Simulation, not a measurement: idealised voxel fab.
The document below concerns the process module designated voxel plated lines.
Xsec cut, 225 nm wide, square cell size 5 nm.
Cross-section layout: square cells on a grid; listed as bands, top to bottom; a band spans one or more cell rows. For a band, the entry starts with two heights in nm, that of the top and then that of the bottom, and carries on with the band's materials in order from left to right, each alongside its width in nm; the word "everywhere" beside a single material means it fills the band edge to edge, and "blank" means empty space. Height datum 0, below which the as-received substrate wafer is one material. Lowest band open at the bottom, running downward: "0..down". With a width like "30->40", each row of cells in the band differs from the next by the same amount, the top row carrying the first number and the bottom row the second. You'll sometimes find "stayed the same" written for a step, and that's the way of saying that nowhere in the cross-section did a cell change during that step. The entry titled "Sealed void listing" provides the empty spaces that have no open way to the top, restricted to those of 8 cells or more. Each is presented as width x height at distance, the distance being measured from the left edge, with all three in nm. That trailing text on a step's line, after the settings, is the simulator's own remark on the step. overlay nm: for a step with a mask, the amount by which the mask lay right of where it was planned; a negative amount means left of it.

So here's the lineup of process steps we planned
1. op RECEIVE | material Si
2. op CONFORMAL_DEP | material Al2O3 | thk nm 10
3. op DIRECTIONAL_DEP | material TiN | thk nm 5
4. op PATTERN | tone open | mask id LINES | material resist | width nm 15 | pitch nm 40 | thk nm 30 | overlay nm 0
5. op EPI | material Ru | thk nm 5
6. op EPI | material Ru | thk nm 5
7. op STRIP | etch materials resist
8. op DIRECTIONAL_ETCH | etch materials TiN | depth nm 5
9. op CONFORMAL_DEP | material SiO2 | thk nm 10

Cross-section of the wafer as it came to us, i.e., already through step 1
* 0..down  Si everywhere
* Sealed void listing: none

A wafer at the end: this start, this plan, one mistake
* 35..25  SiO2 everywhere
* 25..15  85 of Ru, then 15 of SiO2, then 25 of Ru, then 15 of SiO2, then 85 of Ru
* 15..10  85 of TiN, then 15 of SiO2, then 25 of TiN, then 15 of SiO2, then 85 of TiN
* 10..0  Al2O3 everywhere
* 0..down  Si everywhere
* Sealed void listing: none
It is concluded that the wafer was processed incorrectly with respect to the plan, in that step 4 was processed under conditions differing from the plan, specifically as op PATTERN | tone cover | mask id LINES | material resist | width nm 15 | pitch nm 40 | thk nm 30 | overlay nm 0
